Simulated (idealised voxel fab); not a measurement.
process module | voxel transistor to metal
cross-section cut | 175 nm wide | cells 5 nm
A cross-section is a grid of square cells, given in bands from the top down. A band is one or more rows of cells.
Each band's line starts with the height of the band's top and of its bottom, in nm. Then come its materials from left to right, each with its width in nm. One material with "throughout" fills the band from edge to edge. "air" is empty space.
Height 0 is the level under which the wafer as received is all one material. The lowest band goes on downwards, as in "0 down".
A width such as "30 to 40" changes by the same amount from each row of cells to the next, from the band's top row to its bottom row.
"no change" after a step means that no cell of the cross-section changed.
closed voids: empty space of 8 cells or more with no open way to the top, each as width x height at its distance from the left edge, in nm
after a step's settings: what the simulator itself notes on the step
overlay nm, on a step with a mask: how far to the right of its planned place the mask lay; to the left if negative
Each pair below shows a cross-section before one step and the cross-section after it, down to the lowest band that changed. The line under each pair gives the step between them, with its settings. The pairs can come from different runs of this module on the same starting wafer, so a pair continues from the pair above only where its "before" says so.
before
  25 to 20: air 65 | SiN 10 | air 25 | SiN 10 | air 65
  20 to 15: SiO2 70 | air 35 | SiO2 70
  15 to 0: SiO2 35 | SiN 105 | SiO2 35
  0 to -5: SiO2 throughout
  -5 to -40: SiO2 40 | Si 95 | SiO2 40
  -40 down: Si throughout
  closed voids: none
after
  30 to 25: air 60 | HfO2 20 | air 15 | HfO2 20 | air 60
  25 to 20: HfO2 65 | SiN 10 | HfO2 5 | air 15 | HfO2 5 | SiN 10 | HfO2 65
  20 to 15: SiO2 70 | HfO2 35 | SiO2 70
  below 15: unchanged
  closed voids: none
the step between: op CONFORMAL_DEP | material HfO2 | thk nm 5
before: the cross-section after the pair above
after
  35 to 30: air 55 | TiN 30 | air 5 | TiN 30 | air 55
  30 to 25: TiN 60 | HfO2 20 | TiN 5 | air 5 | TiN 5 | HfO2 20 | TiN 60
  25 to 20: HfO2 65 | SiN 10 | HfO2 5 | TiN 15 | HfO2 5 | SiN 10 | HfO2 65
  below 20: unchanged
  closed voids: none
the step between: op CONFORMAL_DEP | material TiN | thk nm 5
before: the cross-section after the pair above
after
  40 to 35: W throughout
  35 to 30: W 55 | TiN 30 | W 5 | TiN 30 | W 55
  30 to 25: TiN 60 | HfO2 20 | TiN 5 | W 5 | TiN 5 | HfO2 20 | TiN 60
  below 25: unchanged
  closed voids: none
the step between: op FILL_DEP | material W | thk nm 5
before: the cross-section after the pair above
after
  20 to 15: SiO2 70 | HfO2 35 | SiO2 70
  below 15: unchanged
  closed voids: none
the step between: op CMP | height nm 20
before: the cross-section after the pair above
after
  35 to 20: SiO2 throughout
  below 20: unchanged
  closed voids: none
the step between: op DIRECTIONAL_DEP | material SiO2 | thk nm 15
before: the cross-section after the pair above
after
  35 to 20: SiO2 40 | air 20 | SiO2 55 | air 20 | SiO2 40
  20 to 15: SiO2 40 | air 20 | SiO2 10 | HfO2 35 | SiO2 10 | air 20 | SiO2 40
  below 15: unchanged
  closed voids: none
the step between: op MASKED_ETCH | tone open | mask id CONTACT | width nm 20 | pitch nm 75 | etch materials SiO2 | depth nm 45 | overlay nm 0
before: the cross-section after the pair above
after
  40 to 35: TiN 45 | air 10 | TiN 65 | air 10 | TiN 45
  35 to 20: SiO2 40 | TiN 5 | air 10 | TiN 5 | SiO2 55 | TiN 5 | air 10 | TiN 5 | SiO2 40
  20 to 15: SiO2 40 | TiN 20 | SiO2 10 | HfO2 35 | SiO2 10 | TiN 20 | SiO2 40
  below 15: unchanged
  closed voids: none
the step between: op CONFORMAL_DEP | material TiN | thk nm 5
before: the cross-section after the pair above
after
  45 to 40: Ru throughout
  40 to 35: TiN 45 | Ru 10 | TiN 65 | Ru 10 | TiN 45
  35 to 20: SiO2 40 | TiN 5 | Ru 10 | TiN 5 | SiO2 55 | TiN 5 | Ru 10 | TiN 5 | SiO2 40
  below 20: unchanged
  closed voids: none
the step between: op FILL_DEP | material Ru | thk nm 5
before: the cross-section after the pair above
after
  35 to 20: SiO2 40 | TiN 5 | Ru 10 | TiN 5 | SiO2 55 | TiN 5 | Ru 10 | TiN 5 | SiO2 40
  below 20: unchanged
  closed voids: none
the step between: op CMP | height nm 35
before: the cross-section after the pair above
after
  40 to 35: TiN throughout
  below 35: unchanged
  closed voids: none
the step between: op DIRECTIONAL_DEP | material TiN | thk nm 5
before: the cross-section after the pair above
after
  65 to 40: W throughout
  below 40: unchanged
  closed voids: none
the step between: op DIRECTIONAL_DEP | material W | thk nm 25
before: the cross-section after the pair above
after
  80 to 65: aC throughout
  below 65: unchanged
  closed voids: none
the step between: op DIRECTIONAL_DEP | material aC | thk nm 15
before: the cross-section after the pair above
after
  115 to 80: air 40 | resist 20 | air 55 | resist 20 | air 40
  below 80: unchanged
  closed voids: none
the step between: op PATTERN | tone cover | mask id METAL_1 | material resist | width nm 20 | pitch nm 75 | thk nm 35 | overlay nm 0
before: the cross-section after the pair above
after
  100 to 80: air 40 | resist 20 | air 55 | resist 20 | air 40
  80 to 65: air 40 | aC 20 | air 55 | aC 20 | air 40
  below 65: unchanged
  closed voids: none
the step between: op DIRECTIONAL_ETCH | etch materials aC | depth nm 15
before: the cross-section after the pair above
after
  80 to 65: air 40 | aC 20 | air 55 | aC 20 | air 40
  below 65: unchanged
  closed voids: none
the step between: op STRIP | etch materials resist
before: the cross-section after the pair above
after
  80 to 65: air 40 | aC 20 | air 55 | aC 20 | air 40
  65 to 40: air 40 | W 20 | air 55 | W 20 | air 40
  below 40: unchanged
  closed voids: none
the step between: op DIRECTIONAL_ETCH | etch materials W | depth nm 25
before: the cross-section after the pair above
after
  80 to 65: air 40 | aC 20 | air 55 | aC 20 | air 40
  65 to 40: air 40 | W 20 | air 55 | W 20 | air 40
  40 to 35: air 40 | TiN 20 | air 55 | TiN 20 | air 40
  below 35: unchanged
  closed voids: none
the step between: op DIRECTIONAL_ETCH | etch materials TiN | depth nm 5
before: the cross-section after the pair above
after
  65 to 40: air 40 | W 20 | air 55 | W 20 | air 40
  below 40: unchanged
  closed voids: none
the step between: op STRIP | etch materials aC
before: the cross-section after the pair above
after
  70 to 65: SiO2 throughout
  65 to 40: SiO2 40 | W 20 | SiO2 55 | W 20 | SiO2 40
  40 to 35: SiO2 40 | TiN 20 | SiO2 55 | TiN 20 | SiO2 40
  below 35: unchanged
  closed voids: none
the step between: op FILL_DEP | material SiO2 | thk nm 5
before: the cross-section after the pair above
after
  65 to 40: SiO2 40 | W 20 | SiO2 55 | W 20 | SiO2 40
  below 40: unchanged
  closed voids: none
the step between: op CMP | height nm 65
before: the cross-section after the pair above
after
  70 to 65: SiCN throughout
  below 65: unchanged
  closed voids: none
the step between: op CONFORMAL_DEP | material SiCN | thk nm 5
before: the cross-section after the pair above
after
  100 to 70: lowk throughout
  below 70: unchanged
  closed voids: none
the step between: op DIRECTIONAL_DEP | material lowk | thk nm 30
before: the cross-section after the pair above
after
  115 to 100: aC throughout
  below 100: unchanged
  closed voids: none
the step between: op DIRECTIONAL_DEP | material aC | thk nm 15
before: the cross-section after the pair above
after
  145 to 115: resist 40 | air 20 | resist 55 | air 20 | resist 40
  below 115: unchanged
  closed voids: none
the step between: op PATTERN | tone open | mask id METAL_2 | material resist | width nm 20 | pitch nm 75 | thk nm 30 | overlay nm 0
before: the cross-section after the pair above
after
  130 to 115: resist 40 | air 20 | resist 55 | air 20 | resist 40
  115 to 100: aC 40 | air 20 | aC 55 | air 20 | aC 40
  below 100: unchanged
  closed voids: none
the step between: op DIRECTIONAL_ETCH | etch materials aC | depth nm 15
before: the cross-section after the pair above
after
  115 to 100: aC 40 | air 20 | aC 55 | air 20 | aC 40
  below 100: unchanged
  closed voids: none
the step between: op STRIP | etch materials resist
before: the cross-section after the pair above
after
  115 to 100: aC 40 | air 20 | aC 55 | air 20 | aC 40
  100 to 85: lowk 40 | air 20 | lowk 55 | air 20 | lowk 40
  below 85: unchanged
  closed voids: none
the step between: op DIRECTIONAL_ETCH | etch materials lowk | depth nm 15
before: the cross-section after the pair above
after
  100 to 85: lowk 40 | air 20 | lowk 55 | air 20 | lowk 40
  below 85: unchanged
  closed voids: none
the step between: op STRIP | etch materials aC
before: the cross-section after the pair above
after
  115 to 100: aC 40 | air 20 | aC 55 | air 20 | aC 40
  100 to 85: lowk 40 | aC 20 | lowk 55 | aC 20 | lowk 40
  below 85: unchanged
  closed voids: none
the step between: op DIRECTIONAL_DEP | material aC | thk nm 15
before: the cross-section after the pair above
after
  145 to 115: resist 40 | air 15 | resist 60 | air 15 | resist 45
  115 to 100: aC 40 | air 15 | resist 5 | aC 55 | air 15 | resist 5 | aC 40
  below 100: unchanged
  closed voids: none
the step between: op PATTERN | tone open | mask id METAL_2_HOLES | material resist | width nm 15 | pitch nm 75 | thk nm 30 | overlay nm 0
before: the cross-section after the pair above
after
  130 to 115: resist 40 | air 15 | resist 60 | air 15 | resist 45
  115 to 100: aC 40 | air 15 | resist 5 | aC 55 | air 15 | resist 5 | aC 40
  100 to 85: lowk 40 | air 15 | aC 5 | lowk 55 | air 15 | aC 5 | lowk 40
  below 85: unchanged
  closed voids: none
the step between: op DIRECTIONAL_ETCH | etch materials aC | depth nm 15
before: the cross-section after the pair above
after
  115 to 100: aC 40 | air 20 | aC 55 | air 20 | aC 40
  below 100: unchanged
  closed voids: none
the step between: op STRIP | etch materials resist
before: the cross-section after the pair above
after
  115 to 100: aC 40 | air 20 | aC 55 | air 20 | aC 40
  100 to 85: lowk 40 | air 15 | aC 5 | lowk 55 | air 15 | aC 5 | lowk 40
  85 to 70: lowk 40 | air 15 | lowk 60 | air 15 | lowk 45
  below 70: unchanged
  closed voids: none
the step between: op DIRECTIONAL_ETCH | etch materials lowk | depth nm 15
before: the cross-section after the pair above
after
  115 to 100: aC 40 | air 20 | aC 55 | air 20 | aC 40
  100 to 85: lowk 40 | air 15 | aC 5 | lowk 55 | air 15 | aC 5 | lowk 40
  85 to 70: lowk 40 | air 15 | lowk 60 | air 15 | lowk 45
  70 to 65: SiCN 40 | air 15 | SiCN 60 | air 15 | SiCN 45
  below 65: unchanged
  closed voids: none
the step between: op DIRECTIONAL_ETCH | etch materials SiCN | depth nm 5
before: the cross-section after the pair above
after
  100 to 85: lowk 40 | air 20 | lowk 55 | air 20 | lowk 40
  below 85: unchanged
  closed voids: none
the step between: op STRIP | etch materials aC
before: the cross-section after the pair above
after
  105 to 100: TiN 45 | air 10 | TiN 65 | air 10 | TiN 45
  100 to 90: lowk 40 | TiN 5 | air 10 | TiN 5 | lowk 55 | TiN 5 | air 10 | TiN 5 | lowk 40
  90 to 85: lowk 40 | TiN 5 | air 5 | TiN 10 | lowk 55 | TiN 5 | air 5 | TiN 10 | lowk 40
  85 to 70: lowk 40 | TiN 5 | air 5 | TiN 5 | lowk 60 | TiN 5 | air 5 | TiN 5 | lowk 45
  70 to 65: SiCN 40 | TiN 15 | SiCN 60 | TiN 15 | SiCN 45
  below 65: unchanged
  closed voids: none
the step between: op CONFORMAL_DEP | material TiN | thk nm 5
before: the cross-section after the pair above
after
  110 to 105: Cu throughout
  105 to 100: TiN 45 | Cu 10 | TiN 65 | Cu 10 | TiN 45
  100 to 90: lowk 40 | TiN 5 | Cu 10 | TiN 5 | lowk 55 | TiN 5 | Cu 10 | TiN 5 | lowk 40
  90 to 85: lowk 40 | TiN 5 | Cu 5 | TiN 10 | lowk 55 | TiN 5 | Cu 5 | TiN 10 | lowk 40
  85 to 70: lowk 40 | TiN 5 | Cu 5 | TiN 5 | lowk 60 | TiN 5 | Cu 5 | TiN 5 | lowk 45
  below 70: unchanged
  closed voids: none
the step between: op FILL_DEP | material Cu | thk nm 5
before: the cross-section after the pair above
after
  100 to 90: lowk 40 | TiN 5 | Cu 10 | TiN 5 | lowk 55 | TiN 5 | Cu 10 | TiN 5 | lowk 40
  below 90: unchanged
  closed voids: none
the step between: op CMP | height nm 100
before: the cross-section after the pair above
after
  105 to 100: SiN throughout
  below 100: unchanged
  closed voids: none
the step between: op CONFORMAL_DEP | material SiN | thk nm 5
before
  35 to 20: SiO2 throughout
  20 to 5: SiO2 65 | SiN 10 | HfO2 5 | TiN 5 | W 5 | TiN 5 | HfO2 5 | SiN 10 | SiO2 65
  5 to 0: SiO2 30 | SiN 10 | SiO2 25 | SiN 10 | HfO2 5 | TiN 5 | W 5 | TiN 5 | HfO2 5 | SiN 10 | SiO2 25 | SiN 10 | SiO2 30
  0 to -5: SiO2 30 | SiN 10 | SiO2 15 | SiGe 10 | SiN 10 | HfO2 5 | TiN 15 | HfO2 5 | SiN 10 | SiGe 10 | SiO2 15 | SiN 10 | SiO2 30
  -5 to -10: SiO2 55 | SiGe 10 | SiO2 5 | HfO2 35 | SiO2 5 | SiGe 10 | SiO2 55
  -10 to -20: SiO2 40 | SiGe 25 | Si 45 | SiGe 25 | SiO2 40
  -20 to -40: SiO2 40 | Si 95 | SiO2 40
  -40 down: Si throughout
  closed voids: none
after
  50 to 20: SiO2 throughout
  below 20: unchanged
  closed voids: none
the step between: op DIRECTIONAL_DEP | material SiO2 | thk nm 15
before: the cross-section after the pair above
after
  50 to 20: SiO2 40 | air 20 | SiO2 55 | air 20 | SiO2 40
  20 to 5: SiO2 40 | air 20 | SiO2 5 | SiN 10 | HfO2 5 | TiN 5 | W 5 | TiN 5 | HfO2 5 | SiN 10 | SiO2 5 | air 20 | SiO2 40
  below 5: unchanged
  closed voids: none
the step between: op MASKED_ETCH | tone open | mask id CONTACT | width nm 20 | pitch nm 75 | etch materials SiO2 | depth nm 45 | overlay nm 0
before: the cross-section after the pair above
after
  55 to 50: TiN 45 | air 10 | TiN 65 | air 10 | TiN 45
  50 to 20: SiO2 40 | TiN 5 | air 10 | TiN 5 | SiO2 55 | TiN 5 | air 10 | TiN 5 | SiO2 40
  20 to 10: SiO2 40 | TiN 5 | air 10 | TiN 5 | SiO2 5 | SiN 10 | HfO2 5 | TiN 5 | W 5 | TiN 5 | HfO2 5 | SiN 10 | SiO2 5 | TiN 5 | air 10 | TiN 5 | SiO2 40
  10 to 5: SiO2 40 | TiN 20 | SiO2 5 | SiN 10 | HfO2 5 | TiN 5 | W 5 | TiN 5 | HfO2 5 | SiN 10 | SiO2 5 | TiN 20 | SiO2 40
  below 5: unchanged
  closed voids: none
the step between: op CONFORMAL_DEP | material TiN | thk nm 5
before: the cross-section after the pair above
after
  60 to 55: Ru throughout
  55 to 50: TiN 45 | Ru 10 | TiN 65 | Ru 10 | TiN 45
  50 to 20: SiO2 40 | TiN 5 | Ru 10 | TiN 5 | SiO2 55 | TiN 5 | Ru 10 | TiN 5 | SiO2 40
  20 to 10: SiO2 40 | TiN 5 | Ru 10 | TiN 5 | SiO2 5 | SiN 10 | HfO2 5 | TiN 5 | W 5 | TiN 5 | HfO2 5 | SiN 10 | SiO2 5 | TiN 5 | Ru 10 | TiN 5 | SiO2 40
  below 10: unchanged
  closed voids: none
the step between: op FILL_DEP | material Ru | thk nm 5
before: the cross-section after the pair above
after
  35 to 20: SiO2 40 | TiN 5 | Ru 10 | TiN 5 | SiO2 55 | TiN 5 | Ru 10 | TiN 5 | SiO2 40
  below 20: unchanged
  closed voids: none
the step between: op CMP | height nm 35
before: the cross-section after the pair above
after
  40 to 35: TiN throughout
  below 35: unchanged
  closed voids: none
the step between: op DIRECTIONAL_DEP | material TiN | thk nm 5
before: the cross-section after the pair above
after
  65 to 40: W throughout
  below 40: unchanged
  closed voids: none
the step between: op DIRECTIONAL_DEP | material W | thk nm 25
before: the cross-section after the pair above
after
  80 to 65: aC throughout
  below 65: unchanged
  closed voids: none
the step between: op DIRECTIONAL_DEP | material aC | thk nm 15
before: the cross-section after the pair above
after
  115 to 80: air 40 | resist 20 | air 55 | resist 20 | air 40
  below 80: unchanged
  closed voids: none
the step between: op PATTERN | tone cover | mask id METAL_1 | material resist | width nm 20 | pitch nm 75 | thk nm 35 | overlay nm 0
before: the cross-section after the pair above
after
  100 to 80: air 40 | resist 20 | air 55 | resist 20 | air 40
  80 to 65: air 40 | aC 20 | air 55 | aC 20 | air 40
  below 65: unchanged
  closed voids: none
the step between: op DIRECTIONAL_ETCH | etch materials aC | depth nm 15
before: the cross-section after the pair above
after
  80 to 65: air 40 | aC 20 | air 55 | aC 20 | air 40
  below 65: unchanged
  closed voids: none
the step between: op STRIP | etch materials resist
before: the cross-section after the pair above
after
  80 to 65: air 40 | aC 20 | air 55 | aC 20 | air 40
  65 to 40: air 40 | W 20 | air 55 | W 20 | air 40
  below 40: unchanged
  closed voids: none
the step between: op DIRECTIONAL_ETCH | etch materials W | depth nm 25
before: the cross-section after the pair above
after
  80 to 65: air 40 | aC 20 | air 55 | aC 20 | air 40
  65 to 40: air 40 | W 20 | air 55 | W 20 | air 40
  40 to 35: air 40 | TiN 20 | air 55 | TiN 20 | air 40
  below 35: unchanged
  closed voids: none
the step between: op DIRECTIONAL_ETCH | etch materials TiN | depth nm 5
before: the cross-section after the pair above
after
  65 to 40: air 40 | W 20 | air 55 | W 20 | air 40
  below 40: unchanged
  closed voids: none
the step between: op STRIP | etch materials aC
before: the cross-section after the pair above
after
  70 to 65: SiO2 throughout
  65 to 40: SiO2 40 | W 20 | SiO2 55 | W 20 | SiO2 40
  40 to 35: SiO2 40 | TiN 20 | SiO2 55 | TiN 20 | SiO2 40
  below 35: unchanged
  closed voids: none
the step between: op FILL_DEP | material SiO2 | thk nm 5
before: the cross-section after the pair above
after
  65 to 40: SiO2 40 | W 20 | SiO2 55 | W 20 | SiO2 40
  below 40: unchanged
  closed voids: none
the step between: op CMP | height nm 65
before: the cross-section after the pair above
after
  70 to 65: SiCN throughout
  below 65: unchanged
  closed voids: none
the step between: op CONFORMAL_DEP | material SiCN | thk nm 5
before: the cross-section after the pair above
after
  100 to 70: lowk throughout
  below 70: unchanged
  closed voids: none
the step between: op DIRECTIONAL_DEP | material lowk | thk nm 30
before: the cross-section after the pair above
after
  115 to 100: aC throughout
  below 100: unchanged
  closed voids: none
the step between: op DIRECTIONAL_DEP | material aC | thk nm 15
before: the cross-section after the pair above
after
  145 to 115: resist 40 | air 20 | resist 55 | air 20 | resist 40
  below 115: unchanged
  closed voids: none
the step between: op PATTERN | tone open | mask id METAL_2 | material resist | width nm 20 | pitch nm 75 | thk nm 30 | overlay nm 0
before: the cross-section after the pair above
after
  130 to 115: resist 40 | air 20 | resist 55 | air 20 | resist 40
  115 to 100: aC 40 | air 20 | aC 55 | air 20 | aC 40
  below 100: unchanged
  closed voids: none
the step between: op DIRECTIONAL_ETCH | etch materials aC | depth nm 15
before: the cross-section after the pair above
after
  115 to 100: aC 40 | air 20 | aC 55 | air 20 | aC 40
  below 100: unchanged
  closed voids: none
the step between: op STRIP | etch materials resist
before: the cross-section after the pair above
after
  115 to 100: aC 40 | air 20 | aC 55 | air 20 | aC 40
  100 to 85: lowk 40 | air 20 | lowk 55 | air 20 | lowk 40
  below 85: unchanged
  closed voids: none
the step between: op DIRECTIONAL_ETCH | etch materials lowk | depth nm 15
before: the cross-section after the pair above
after
  100 to 85: lowk 40 | air 20 | lowk 55 | air 20 | lowk 40
  below 85: unchanged
  closed voids: none
the step between: op STRIP | etch materials aC
before: the cross-section after the pair above
after
  115 to 100: aC 40 | air 20 | aC 55 | air 20 | aC 40
  100 to 85: lowk 40 | aC 20 | lowk 55 | aC 20 | lowk 40
  below 85: unchanged
  closed voids: none
the step between: op DIRECTIONAL_DEP | material aC | thk nm 15
before: the cross-section after the pair above
after
  145 to 115: resist 40 | air 15 | resist 60 | air 15 | resist 45
  115 to 100: aC 40 | air 15 | resist 5 | aC 55 | air 15 | resist 5 | aC 40
  below 100: unchanged
  closed voids: none
the step between: op PATTERN | tone open | mask id METAL_2_HOLES | material resist | width nm 15 | pitch nm 75 | thk nm 30 | overlay nm 0
before: the cross-section after the pair above
after
  130 to 115: resist 40 | air 15 | resist 60 | air 15 | resist 45
  115 to 100: aC 40 | air 15 | resist 5 | aC 55 | air 15 | resist 5 | aC 40
  100 to 85: lowk 40 | air 15 | aC 5 | lowk 55 | air 15 | aC 5 | lowk 40
  below 85: unchanged
  closed voids: none
the step between: op DIRECTIONAL_ETCH | etch materials aC | depth nm 15
before: the cross-section after the pair above
after
  115 to 100: aC 40 | air 20 | aC 55 | air 20 | aC 40
  below 100: unchanged
  closed voids: none
the step between: op STRIP | etch materials resist
before: the cross-section after the pair above
after
  115 to 100: aC 40 | air 20 | aC 55 | air 20 | aC 40
  100 to 85: lowk 40 | air 15 | aC 5 | lowk 55 | air 15 | aC 5 | lowk 40
  85 to 70: lowk 40 | air 15 | lowk 60 | air 15 | lowk 45
  below 70: unchanged
  closed voids: none
the step between: op DIRECTIONAL_ETCH | etch materials lowk | depth nm 15
before: the cross-section after the pair above
after
  115 to 100: aC 40 | air 20 | aC 55 | air 20 | aC 40
  100 to 85: lowk 40 | air 15 | aC 5 | lowk 55 | air 15 | aC 5 | lowk 40
  85 to 70: lowk 40 | air 15 | lowk 60 | air 15 | lowk 45
  70 to 65: SiCN 40 | air 15 | SiCN 60 | air 15 | SiCN 45
  below 65: unchanged
  closed voids: none
the step between: op DIRECTIONAL_ETCH | etch materials SiCN | depth nm 5
before: the cross-section after the pair above
after
  100 to 85: lowk 40 | air 20 | lowk 55 | air 20 | lowk 40
  below 85: unchanged
  closed voids: none
the step between: op STRIP | etch materials aC
before: the cross-section after the pair above
after
  105 to 100: TiN 45 | air 10 | TiN 65 | air 10 | TiN 45
  100 to 90: lowk 40 | TiN 5 | air 10 | TiN 5 | lowk 55 | TiN 5 | air 10 | TiN 5 | lowk 40
  90 to 85: lowk 40 | TiN 5 | air 5 | TiN 10 | lowk 55 | TiN 5 | air 5 | TiN 10 | lowk 40
  85 to 70: lowk 40 | TiN 5 | air 5 | TiN 5 | lowk 60 | TiN 5 | air 5 | TiN 5 | lowk 45
  70 to 65: SiCN 40 | TiN 15 | SiCN 60 | TiN 15 | SiCN 45
  below 65: unchanged
  closed voids: none
the step between: op CONFORMAL_DEP | material TiN | thk nm 5
before: the cross-section after the pair above
after
  110 to 105: Cu throughout
  105 to 100: TiN 45 | Cu 10 | TiN 65 | Cu 10 | TiN 45
  100 to 90: lowk 40 | TiN 5 | Cu 10 | TiN 5 | lowk 55 | TiN 5 | Cu 10 | TiN 5 | lowk 40
  90 to 85: lowk 40 | TiN 5 | Cu 5 | TiN 10 | lowk 55 | TiN 5 | Cu 5 | TiN 10 | lowk 40
  85 to 70: lowk 40 | TiN 5 | Cu 5 | TiN 5 | lowk 60 | TiN 5 | Cu 5 | TiN 5 | lowk 45
  below 70: unchanged
  closed voids: none
the step between: op FILL_DEP | material Cu | thk nm 5
before: the cross-section after the pair above
after
  100 to 90: lowk 40 | TiN 5 | Cu 10 | TiN 5 | lowk 55 | TiN 5 | Cu 10 | TiN 5 | lowk 40
  below 90: unchanged
  closed voids: none
the step between: op CMP | height nm 100
before: the cross-section after the pair above
after
  105 to 100: SiN throughout
  below 100: unchanged
  closed voids: none
the step between: op CONFORMAL_DEP | material SiN | thk nm 5
before
  25 to 20: air 65 | SiN 10 | air 25 | SiN 10 | air 65
  20 to 5: SiO2 65 | SiN 10 | air 25 | SiN 10 | SiO2 65
  5 to 0: SiO2 30 | SiN 10 | SiO2 25 | SiN 10 | air 25 | SiN 10 | SiO2 25 | SiN 10 | SiO2 30
  0 to -5: SiO2 30 | SiN 10 | SiO2 15 | SiGe 10 | SiN 10 | air 25 | SiN 10 | SiGe 10 | SiO2 15 | SiN 10 | SiO2 30
  -5 to -10: SiO2 55 | SiGe 10 | SiO2 5 | air 35 | SiO2 5 | SiGe 10 | SiO2 55
  -10 to -20: SiO2 40 | SiGe 25 | Si 45 | SiGe 25 | SiO2 40
  -20 to -40: SiO2 40 | Si 95 | SiO2 40
  -40 down: Si throughout
  closed voids: none
after
  30 to 25: air 60 | TiN 20 | air 15 | TiN 20 | air 60
  25 to 20: TiN 65 | SiN 10 | TiN 5 | air 15 | TiN 5 | SiN 10 | TiN 65
  20 to 5: SiO2 65 | SiN 10 | TiN 5 | air 15 | TiN 5 | SiN 10 | SiO2 65
  5 to 0: SiO2 30 | SiN 10 | SiO2 25 | SiN 10 | TiN 5 | air 15 | TiN 5 | SiN 10 | SiO2 25 | SiN 10 | SiO2 30
  0 to -5: SiO2 30 | SiN 10 | SiO2 15 | SiGe 10 | SiN 10 | TiN 5 | air 15 | TiN 5 | SiN 10 | SiGe 10 | SiO2 15 | SiN 10 | SiO2 30
  -5 to -10: SiO2 55 | SiGe 10 | SiO2 5 | TiN 35 | SiO2 5 | SiGe 10 | SiO2 55
  below -10: unchanged
  closed voids: none
the step between: op CONFORMAL_DEP | material TiN | thk nm 5
before: the cross-section after the pair above
after
  35 to 30: air 55 | HfO2 30 | air 5 | HfO2 30 | air 55
  30 to 25: HfO2 60 | TiN 20 | HfO2 5 | air 5 | HfO2 5 | TiN 20 | HfO2 60
  25 to 20: TiN 65 | SiN 10 | TiN 5 | HfO2 5 | air 5 | HfO2 5 | TiN 5 | SiN 10 | TiN 65
  20 to 5: SiO2 65 | SiN 10 | TiN 5 | HfO2 5 | air 5 | HfO2 5 | TiN 5 | SiN 10 | SiO2 65
  5 to 0: SiO2 30 | SiN 10 | SiO2 25 | SiN 10 | TiN 5 | HfO2 5 | air 5 | HfO2 5 | TiN 5 | SiN 10 | SiO2 25 | SiN 10 | SiO2 30
  0 to -5: SiO2 30 | SiN 10 | SiO2 15 | SiGe 10 | SiN 10 | TiN 5 | HfO2 15 | TiN 5 | SiN 10 | SiGe 10 | SiO2 15 | SiN 10 | SiO2 30
  below -5: unchanged
  closed voids: none
the step between: op CONFORMAL_DEP | material HfO2 | thk nm 5
before: the cross-section after the pair above
after
  40 to 35: W throughout
  35 to 30: W 55 | HfO2 30 | W 5 | HfO2 30 | W 55
  30 to 25: HfO2 60 | TiN 20 | HfO2 5 | W 5 | HfO2 5 | TiN 20 | HfO2 60
  25 to 20: TiN 65 | SiN 10 | TiN 5 | HfO2 5 | W 5 | HfO2 5 | TiN 5 | SiN 10 | TiN 65
  20 to 5: SiO2 65 | SiN 10 | TiN 5 | HfO2 5 | W 5 | HfO2 5 | TiN 5 | SiN 10 | SiO2 65
  5 to 0: SiO2 30 | SiN 10 | SiO2 25 | SiN 10 | TiN 5 | HfO2 5 | W 5 | HfO2 5 | TiN 5 | SiN 10 | SiO2 25 | SiN 10 | SiO2 30
  below 0: unchanged
  closed voids: none
the step between: op FILL_DEP | material W | thk nm 5
before: the cross-section after the pair above
after
  20 to 5: SiO2 65 | SiN 10 | TiN 5 | HfO2 5 | W 5 | HfO2 5 | TiN 5 | SiN 10 | SiO2 65
  below 5: unchanged
  closed voids: none
the step between: op CMP | height nm 20
before: the cross-section after the pair above
after
  35 to 20: SiO2 throughout
  below 20: unchanged
  closed voids: none
the step between: op DIRECTIONAL_DEP | material SiO2 | thk nm 15
before: the cross-section after the pair above
after
  35 to 20: SiO2 40 | air 20 | SiO2 55 | air 20 | SiO2 40
  20 to 5: SiO2 40 | air 20 | SiO2 5 | SiN 10 | TiN 5 | HfO2 5 | W 5 | HfO2 5 | TiN 5 | SiN 10 | SiO2 5 | air 20 | SiO2 40
  5 to 0: SiO2 30 | SiN 10 | air 20 | SiO2 5 | SiN 10 | TiN 5 | HfO2 5 | W 5 | HfO2 5 | TiN 5 | SiN 10 | SiO2 5 | air 20 | SiN 10 | SiO2 30
  0 to -5: SiO2 30 | SiN 10 | air 15 | SiGe 10 | SiN 10 | TiN 5 | HfO2 15 | TiN 5 | SiN 10 | SiGe 10 | air 15 | SiN 10 | SiO2 30
  -5 to -10: SiO2 40 | air 15 | SiGe 10 | SiO2 5 | TiN 35 | SiO2 5 | SiGe 10 | air 15 | SiO2 40
  below -10: unchanged
  closed voids: none
the step between: op MASKED_ETCH | tone open | mask id CONTACT | width nm 20 | pitch nm 75 | etch materials SiO2 | depth nm 45 | overlay nm 0
before: the cross-section after the pair above
after
  40 to 35: TiN 45 | air 10 | TiN 65 | air 10 | TiN 45
  35 to 20: SiO2 40 | TiN 5 | air 10 | TiN 5 | SiO2 55 | TiN 5 | air 10 | TiN 5 | SiO2 40
  20 to 5: SiO2 40 | TiN 5 | air 10 | TiN 5 | SiO2 5 | SiN 10 | TiN 5 | HfO2 5 | W 5 | HfO2 5 | TiN 5 | SiN 10 | SiO2 5 | TiN 5 | air 10 | TiN 5 | SiO2 40
  5 to 0: SiO2 30 | SiN 10 | TiN 5 | air 5 | TiN 10 | SiO2 5 | SiN 10 | TiN 5 | HfO2 5 | W 5 | HfO2 5 | TiN 5 | SiN 10 | SiO2 5 | TiN 10 | air 5 | TiN 5 | SiN 10 | SiO2 30
  0 to -5: SiO2 30 | SiN 10 | TiN 5 | air 5 | TiN 5 | SiGe 10 | SiN 10 | TiN 5 | HfO2 15 | TiN 5 | SiN 10 | SiGe 10 | TiN 5 | air 5 | TiN 5 | SiN 10 | SiO2 30
  -5 to -10: SiO2 40 | TiN 15 | SiGe 10 | SiO2 5 | TiN 35 | SiO2 5 | SiGe 10 | TiN 15 | SiO2 40
  below -10: unchanged
  closed voids: none
the step between: op CONFORMAL_DEP | material TiN | thk nm 5
before: the cross-section after the pair above
after
  45 to 40: Ru throughout
  40 to 35: TiN 45 | Ru 10 | TiN 65 | Ru 10 | TiN 45
  35 to 20: SiO2 40 | TiN 5 | Ru 10 | TiN 5 | SiO2 55 | TiN 5 | Ru 10 | TiN 5 | SiO2 40
  20 to 5: SiO2 40 | TiN 5 | Ru 10 | TiN 5 | SiO2 5 | SiN 10 | TiN 5 | HfO2 5 | W 5 | HfO2 5 | TiN 5 | SiN 10 | SiO2 5 | TiN 5 | Ru 10 | TiN 5 | SiO2 40
  5 to 0: SiO2 30 | SiN 10 | TiN 5 | Ru 5 | TiN 10 | SiO2 5 | SiN 10 | TiN 5 | HfO2 5 | W 5 | HfO2 5 | TiN 5 | SiN 10 | SiO2 5 | TiN 10 | Ru 5 | TiN 5 | SiN 10 | SiO2 30
  0 to -5: SiO2 30 | SiN 10 | TiN 5 | Ru 5 | TiN 5 | SiGe 10 | SiN 10 | TiN 5 | HfO2 15 | TiN 5 | SiN 10 | SiGe 10 | TiN 5 | Ru 5 | TiN 5 | SiN 10 | SiO2 30
  below -5: unchanged
  closed voids: none
the step between: op FILL_DEP | material Ru | thk nm 5
